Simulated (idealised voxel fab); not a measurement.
Presented below is a process module, voxel gate over fins.
Shown is cross-section cut, with a width of 200 nm and square cells of size 5 nm.
Square cells in a grid make up a cross-section in this document, and the grid is given as bands, listed from the top down, each one or more rows of cells.
In this notation a band is specified by the heights of its top and bottom, in that order and in nm, after which its materials appear from left to right, each paired with its width in nm. The word "everywhere" attached to a single material means that material fills the band from edge to edge; the word "empty" stands for empty space.
Heads up on the height convention: 0 is the point under which the incoming wafer is all one material, and the lowest band has no bottom, it just keeps going down, like "0 nm and below".
With a width like "30..40", each row of cells in the band differs from the next by the same amount, the top row carrying the first number and the bottom row the second.
Given "nothing changed" for a step, no cell of the cross-section differs between before and after that step.
Look at "Non-vented voids" for the closed voids: empty spaces with no open path to the top, sized 8 cells or up. Each is width x height at distance, distance from the left edge, all nm.
It should be noted that, on the line of a given step, the content following the step's settings is a remark produced by the simulator itself with respect to that step.
overlay nm: on a step with a mask, how far right of its planned place the mask lay; negative means left.

Process steps - plan:
1) RECEIVE: material Si
2) CONFORMAL_DEP: material SiN, thk nm 10
3) PATTERN: tone cover, mask id FINS, material resist, width nm 15, pitch nm 35, thk nm 15, overlay nm 0
4) DIRECTIONAL_ETCH: etch materials SiN, depth nm 10
5) DIRECTIONAL_ETCH: etch materials Si, depth nm 40
6) STRIP: etch materials resist
7) OXIDIZE: depth nm 5
8) FILL_DEP: material SiO2, thk nm 5
9) CMP: height nm 10
10) SELECTIVE_ETCH: etch materials SiO2, depth nm 20
11) STRIP: etch materials SiN
12) CONFORMAL_DEP: material HfO2, thk nm 5
13) CONFORMAL_DEP: material TiN, thk nm 5
14) FILL_DEP: material W, thk nm 15
15) CMP: height nm 20
16) CONFORMAL_DEP: material SiCN, thk nm 10

Concerning the first of two wafers, which was run in accordance with the plan:

As-received wafer cross-section (after step 1):
	0 nm and below: Si everywhere
	Non-vented voids: none

After step 2: wafer cross-section:
	10 nm to 0 nm: SiN everywhere
	No changes below 0.

After step 3: wafer cross-section:
	25 nm to 10 nm: empty: 75  resist: 15  empty: 20  resist: 15  empty: 75
	No changes below 10.

After step 4: wafer cross-section:
	25 nm to 10 nm: empty: 75  resist: 15  empty: 20  resist: 15  empty: 75
	10 nm to 0 nm: empty: 75  SiN: 15  empty: 20  SiN: 15  empty: 75
	No changes below 0.

After step 5: wafer cross-section:
	25 nm to 10 nm: empty: 75  resist: 15  empty: 20  resist: 15  empty: 75
	10 nm to 0 nm: empty: 75  SiN: 15  empty: 20  SiN: 15  empty: 75
	0 nm to -40 nm: empty: 75  Si: 15  empty: 20  Si: 15  empty: 75
	No changes below -40.

After step 6: wafer cross-section:
	10 nm to 0 nm: empty: 75  SiN: 15  empty: 20  SiN: 15  empty: 75
	No changes below 0.

After step 7: wafer cross-section:
	10 nm to 0 nm: empty: 75  SiN: 15  empty: 20  SiN: 15  empty: 75
	0 nm to -40 nm: empty: 75  SiO2: 5  Si: 5  SiO2: 5  empty: 20  SiO2: 5  Si: 5  SiO2: 5  empty: 75
	-40 nm to -45 nm: SiO2: 80  Si: 5  SiO2: 30  Si: 5  SiO2: 80
	No changes below -45.

After step 8: wafer cross-section:
	15 nm to 10 nm: SiO2 everywhere
	10 nm to 0 nm: SiO2: 75  SiN: 15  SiO2: 20  SiN: 15  SiO2: 75
	0 nm to -45 nm: SiO2: 80  Si: 5  SiO2: 30  Si: 5  SiO2: 80
	No changes below -45.

After step 9: wafer cross-section:
	10 nm to 0 nm: SiO2: 75  SiN: 15  SiO2: 20  SiN: 15  SiO2: 75
	No changes below 0.

After step 10: wafer cross-section:
	10 nm to 0 nm: empty: 75  SiN: 15  empty: 20  SiN: 15  empty: 75
	0 nm to -10 nm: empty: 80  Si: 5  empty: 30  Si: 5  empty: 80
	No changes below -10.

After step 11: wafer cross-section:
	0 nm to -10 nm: empty: 80  Si: 5  empty: 30  Si: 5  empty: 80
	No changes below -10.

After step 12: wafer cross-section:
	5 nm to 0 nm: empty: 75  HfO2: 15  empty: 20  HfO2: 15  empty: 75
	0 nm to -5 nm: empty: 75  HfO2: 5  Si: 5  HfO2: 5  empty: 20  HfO2: 5  Si: 5  HfO2: 5  empty: 75
	-5 nm to -10 nm: HfO2: 80  Si: 5  HfO2: 30  Si: 5  HfO2: 80
	No changes below -10.

After step 13: wafer cross-section:
	10 nm to 5 nm: empty: 70  TiN: 25  empty: 10  TiN: 25  empty: 70
	5 nm to 0 nm: empty: 70  TiN: 5  HfO2: 15  TiN: 5  empty: 10  TiN: 5  HfO2: 15  TiN: 5  empty: 70
	0 nm to -5 nm: TiN: 75  HfO2: 5  Si: 5  HfO2: 5  TiN: 20  HfO2: 5  Si: 5  HfO2: 5  TiN: 75
	No changes below -5.

After step 14: wafer cross-section:
	25 nm to 10 nm: W everywhere
	10 nm to 5 nm: W: 70  TiN: 25  W: 10  TiN: 25  W: 70
	5 nm to 0 nm: W: 70  TiN: 5  HfO2: 15  TiN: 5  W: 10  TiN: 5  HfO2: 15  TiN: 5  W: 70
	No changes below 0.

After step 15: wafer cross-section:
	20 nm to 10 nm: W everywhere
	No changes below 10.

After step 16: wafer cross-section:
	30 nm to 20 nm: SiCN everywhere
	No changes below 20.

Regarding the second of the two wafers: it shared the first wafer's starting condition and process plan, yet one error occurred during its execution. Its history coincides with that of the first wafer up to and including step 13:

Look at the second wafer in cross-section at the time step 14 ought to have finished:
	25 nm to 10 nm: SiCN everywhere
	10 nm to 5 nm: SiCN: 70  TiN: 25  SiCN: 10  TiN: 25  SiCN: 70
	5 nm to 0 nm: SiCN: 70  TiN: 5  HfO2: 15  TiN: 5  SiCN: 10  TiN: 5  HfO2: 15  TiN: 5  SiCN: 70
	No changes below 0.

Look at the second wafer in cross-section at the time step 15 ought to have finished:
	20 nm to 10 nm: SiCN everywhere
	No changes below 10.

Look at the second wafer in cross-section at the time step 16 ought to have finished:
	30 nm to 10 nm: SiCN everywhere
	No changes below 10.
What broke from the plan during processing? for step 14, the planned setting was not used; the step was instead run as FILL_DEP: material SiCN, thk nm 15
Final comparison by cell count, materials where the second wafer has more or fewer than the first: +140 SiCN, -140 W
